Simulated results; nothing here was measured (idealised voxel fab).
Documented hereafter: the process module known as voxel ribs on slabs.
Cross-sectional view cut (width: 240 nm; square cell size: 5 nm).
Reading order for cross-sections: top band down to bottom band. Underlying form: a grid of square cells. Band size: one or more rows of cells.
Heights first: top, then bottom, in nm. Then materials, left to right, each with a width in nm. "all across" on a single material: fills the band edge to edge. "empty": empty space.
The level at which height equals 0 is the one under which the wafer, as it arrives, is entirely one material. No lower edge exists for the bottom band, which continues downward and is notated as in "top 0, no bottom".
Top row gets the first number, bottom row gets the second, and each row in between changes by the same step: that is how a band width like "30->40" works.
A step reported as "nothing altered" is a step in which no cell of the cross-section changed.
Closed empty spaces (no open way to the top) of 8 cells or more are what "Closed internal voids" lists, each as width x height at distance from the left edge, nm for all three.
If you see something after the settings on a step's line, that's the simulator's own remark about that step.
Regarding "overlay nm": on a step with a mask, it is the distance the mask lay to the right of its planned place; a negative value places it to the left.

## The planned process steps are enumerated hereunder
step 1: RECEIVE: material Si
step 2: DIRECTIONAL_DEP: material SiO2, thk nm 30
step 3: DIRECTIONAL_DEP: material SiN, thk nm 20
step 4: MASKED_ETCH: tone cover, mask id RIB, width nm 30, etch materials SiN, depth nm 10, overlay nm 0
step 5: PATTERN: tone cover, mask id SLAB, material resist, width nm 70, thk nm 15, overlay nm 0
step 6: DIRECTIONAL_ETCH: etch materials SiN, depth nm 10
step 7: STRIP: etch materials resist
step 8: FILL_DEP: material SiO2, thk nm 25
step 9: CMP: height nm 65
step 10: DIRECTIONAL_DEP: material TiN, thk nm 5
step 11: MASKED_ETCH: tone cover, mask id HEATER, width nm 40, etch materials TiN, depth nm 5, overlay nm 0
step 12: CONFORMAL_DEP: material SiN, thk nm 10

## The first wafer of two, processed as planned

## So this is the incoming wafer in cross-section - it's already been through step 1
top 0, no bottom  Si all across
Closed internal voids: none

## Cross-section of the wafer subsequent to step 2
top 30, bottom 0  SiO2 all across
Below 0, no change.

## Cross-section of the wafer subsequent to step 3
top 50, bottom 30  SiN all across
Below 30, no change.

## Cross-section of the wafer subsequent to step 4
top 50, bottom 40  105 of empty | 30 of SiN | 105 of empty
Below 40, no change.

## Cross-section of the wafer subsequent to step 5
top 65, bottom 50  85 of empty | 70 of resist | 85 of empty
top 50, bottom 40  85 of empty | 20 of resist | 30 of SiN | 20 of resist | 85 of empty
Below 40, no change.

## Cross-section of the wafer subsequent to step 6
top 65, bottom 50  85 of empty | 70 of resist | 85 of empty
top 50, bottom 40  85 of empty | 20 of resist | 30 of SiN | 20 of resist | 85 of empty
top 40, bottom 30  85 of empty | 70 of SiN | 85 of empty
Below 30, no change.

## Cross-section of the wafer subsequent to step 7
top 50, bottom 40  105 of empty | 30 of SiN | 105 of empty
Below 40, no change.

## Cross-section of the wafer subsequent to step 8
top 75, bottom 50  SiO2 all across
top 50, bottom 40  105 of SiO2 | 30 of SiN | 105 of SiO2
top 40, bottom 30  85 of SiO2 | 70 of SiN | 85 of SiO2
Below 30, no change.

## Cross-section of the wafer subsequent to step 9
top 65, bottom 50  SiO2 all across
Below 50, no change.

## Cross-section of the wafer subsequent to step 10
top 70, bottom 65  TiN all across
Below 65, no change.

## Cross-section of the wafer subsequent to step 11
top 70, bottom 65  100 of empty | 40 of TiN | 100 of empty
Below 65, no change.

## Cross-section of the wafer subsequent to step 12
top 80, bottom 75  90 of empty | 60 of SiN | 90 of empty
top 75, bottom 70  SiN all across
top 70, bottom 65  100 of SiN | 40 of TiN | 100 of SiN
Below 65, no change.

## What follows concerns the second wafer, which started out like the first and was meant to follow the very same plan; one mistake crept in when it was run, but everything up to and including step 4 is the same as for the first wafer

## Cross-section, second wafer, at the end time the plan gives for step 5
top 65, bottom 50  85 of resist | 70 of empty | 85 of resist
top 50, bottom 40  85 of resist | 20 of empty | 30 of SiN | 20 of empty | 85 of resist
Below 40, no change.

## Cross-section, second wafer, at the end time the plan gives for step 6
top 65, bottom 40  85 of resist | 70 of empty | 85 of resist
top 40, bottom 30  85 of SiN | 20 of empty | 30 of SiN | 20 of empty | 85 of SiN
Below 30, no change.

## Cross-section, second wafer, at the end time the plan gives for step 7
top 40, bottom 30  85 of SiN | 20 of empty | 30 of SiN | 20 of empty | 85 of SiN
Below 30, no change.

## Cross-section, second wafer, at the end time the plan gives for step 8
top 65, bottom 40  SiO2 all across
top 40, bottom 30  85 of SiN | 20 of SiO2 | 30 of SiN | 20 of SiO2 | 85 of SiN
Below 30, no change.

Cross-section, second wafer, at the end time the plan gives for step 9: nothing altered

## Cross-section, second wafer, at the end time the plan gives for step 10
top 70, bottom 65  TiN all across
Below 65, no change.

## Cross-section, second wafer, at the end time the plan gives for step 11
top 70, bottom 65  100 of empty | 40 of TiN | 100 of empty
Below 65, no change.

## Cross-section, second wafer, at the end time the plan gives for step 12
top 80, bottom 75  90 of empty | 60 of SiN | 90 of empty
top 75, bottom 70  SiN all across
top 70, bottom 65  100 of SiN | 40 of TiN | 100 of SiN
Below 65, no change.
What was done differently from what was planned? step 5 was not run as planned; what actually ran was PATTERN: tone open, mask id SLAB, material resist, width nm 70, thk nm 15, overlay nm 0
Wafer comparison, final, in cells, second relative to first, materials more or fewer: SiN: 40 more; SiO2: 40 fewer
